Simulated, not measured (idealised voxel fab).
The process module presented herein is designated voxel capacitor over wiring.
Each square cell in cross-section cut measures 5 nm, and the section as a whole is 230 nm wide.
Bands, listed from the top down, are how a cross-section gets written in this document; the cross-section itself is a grid of square cells, and a band is one or more rows of them.
Within each band entry, the heights of the top and of the bottom of the band appear first, in that order and in nm; the materials of the band then follow from left to right, each with its corresponding width in nm. The designation "throughout" on a single material indicates that it fills the band from edge to edge; the designation "empty" indicates empty space.
Measure heights from 0. That's the level where, below it, the as-received wafer is all one material. The lowest band is bottomless and extends downward; write it as in "from 0 down".
Read "30..40" as a graded width: first number on top, second number at the bottom, same change between each pair of neighbouring rows.
Step marked "no change"? Then no cell in the cross-section changed in it.
"Closed voids list" means: voids of 8 cells or more that are shut off from the top with no open way through. Written width x height at distance, distance from the left edge, in nm.
That trailing text on a step's line, after the settings, is the simulator's own remark on the step.
overlay nm: how far to the right of its planned place the mask lay on this masked step (negative: to the left).

-- The planned process steps are enumerated hereunder
1 RECEIVE,material Si
2 CONFORMAL_DEP,material SiO2,thk nm 15
3 CONFORMAL_DEP,material SiN,thk nm 5
4 DIRECTIONAL_DEP,material SiO2,thk nm 15
5 MASKED_ETCH,tone open,mask id METAL_1,width nm 20,pitch nm 90,etch materials SiO2,depth nm 15,overlay nm 0
6 MASKED_ETCH,tone open,mask id METAL_1,width nm 20,pitch nm 90,etch materials SiN,depth nm 5,overlay nm 0
7 CONFORMAL_DEP,material TiN,thk nm 5
8 FILL_DEP,material Cu,thk nm 5
9 CMP,height nm 35
10 CONFORMAL_DEP,material SiCN,thk nm 5
11 DIRECTIONAL_DEP,material SiO2,thk nm 15
12 MASKED_ETCH,tone open,mask id PLUG_1,width nm 15,etch materials SiO2,depth nm 15,overlay nm 0
13 MASKED_ETCH,tone open,mask id PLUG_1,width nm 15,etch materials SiCN,depth nm 5,overlay nm 0
14 CONFORMAL_DEP,material TiN,thk nm 5
15 FILL_DEP,material Ru,thk nm 5
16 CMP,height nm 55
17 DIRECTIONAL_DEP,material TiN,thk nm 10
18 DIRECTIONAL_DEP,material HfO2,thk nm 5
19 DIRECTIONAL_DEP,material TiN,thk nm 10
20 MASKED_ETCH,tone cover,mask id UPPER_PLATE,width nm 75,etch materials TiN,depth nm 10,overlay nm 0
21 MASKED_ETCH,tone cover,mask id UPPER_PLATE,width nm 75,etch materials HfO2,depth nm 5,overlay nm 0
22 MASKED_ETCH,tone cover,mask id LOWER_PLATE,width nm 85,etch materials TiN,depth nm 10,overlay nm 0
23 FILL_DEP,material SiO2,thk nm 20
24 CMP,height nm 95
25 PATTERN,tone open,mask id PLUG_2,material resist,width nm 15,thk nm 15,overlay nm -15
26 DIRECTIONAL_ETCH,etch materials SiO2,depth nm 15
27 STRIP,etch materials resist
28 CONFORMAL_DEP,material TiN,thk nm 5
29 FILL_DEP,material W,thk nm 5
30 CMP,height nm 95
31 CONFORMAL_DEP,material SiN,thk nm 5
varied across the wafers: overlay nm of step 25. The plan shows the first wafer's value. All wafers start alike

-- Cross-section, first of several wafers, as delivered after step 1
  from 0 down: Si throughout
  Closed voids list: none

-- The cross-section of the first of several wafers is given below for the end of the module, after its final step, step 31
  from 100 to 95: SiN throughout
  from 95 to 85: SiO2: 60, TiN: 5, W: 5, TiN: 5, SiO2: 155
  from 85 to 80: SiO2: 60, TiN: 15, SiO2: 155
  from 80 to 70: SiO2: 65, TiN: 75, SiO2: 90
  from 70 to 65: SiO2: 65, HfO2: 75, SiO2: 90
  from 65 to 55: SiO2: 60, TiN: 85, SiO2: 85
  from 55 to 40: SiO2: 65, TiN: 5, Ru: 5, TiN: 5, SiO2: 150
  from 40 to 35: SiCN: 65, TiN: 15, SiCN: 150
  from 35 to 20: SiO2: 60, TiN: 5, Cu: 10, TiN: 5, SiO2: 70, TiN: 5, Cu: 10, TiN: 5, SiO2: 60
  from 20 to 15: SiN: 60, TiN: 20, SiN: 70, TiN: 20, SiN: 60
  from 15 to 0: SiO2 throughout
  from 0 down: Si throughout
  Closed voids list: none

-- Cross-sectional depiction of the last of several wafers upon completion of the module
  from 100 to 95: SiN throughout
  from 95 to 85: SiO2: 90, TiN: 5, W: 5, TiN: 5, SiO2: 125
  from 85 to 80: SiO2: 90, TiN: 15, SiO2: 125
  from 80 to 70: SiO2: 65, TiN: 75, SiO2: 90
  from 70 to 65: SiO2: 65, HfO2: 75, SiO2: 90
  from 65 to 55: SiO2: 60, TiN: 85, SiO2: 85
  from 55 to 40: SiO2: 65, TiN: 5, Ru: 5, TiN: 5, SiO2: 150
  from 40 to 35: SiCN: 65, TiN: 15, SiCN: 150
  from 35 to 20: SiO2: 60, TiN: 5, Cu: 10, TiN: 5, SiO2: 70, TiN: 5, Cu: 10, TiN: 5, SiO2: 60
  from 20 to 15: SiN: 60, TiN: 20, SiN: 70, TiN: 20, SiN: 60
  from 15 to 0: SiO2 throughout
  from 0 down: Si throughout
  Closed voids list: none

-- The rows of the table below are wafers. Looking at the end of the module, a row counts, for every material, the cells the wafer has gained, shown as (+), or lost, shown as (-), since it was received; its closed voids come next
overlay nm -15; +12 Cu; +15 HfO2; +3 Ru; +43 SiCN; +84 SiN; +661 SiO2; +100 TiN; +2 W; Closed voids list: none
overlay nm -10; +12 Cu; +15 HfO2; +3 Ru; +43 SiCN; +84 SiN; +661 SiO2; +100 TiN; +2 W; Closed voids list: none
overlay nm -5; +12 Cu; +15 HfO2; +3 Ru; +43 SiCN; +84 SiN; +661 SiO2; +100 TiN; +2 W; Closed voids list: none
overlay nm 0; +12 Cu; +15 HfO2; +3 Ru; +43 SiCN; +84 SiN; +661 SiO2; +100 TiN; +2 W; Closed voids list: none
overlay nm 5; +12 Cu; +15 HfO2; +3 Ru; +43 SiCN; +84 SiN; +661 SiO2; +100 TiN; +2 W; Closed voids list: none
overlay nm 10; +12 Cu; +15 HfO2; +3 Ru; +43 SiCN; +84 SiN; +661 SiO2; +100 TiN; +2 W; Closed voids list: none
overlay nm 15; +12 Cu; +15 HfO2; +3 Ru; +43 SiCN; +84 SiN; +661 SiO2; +100 TiN; +2 W; Closed voids list: none
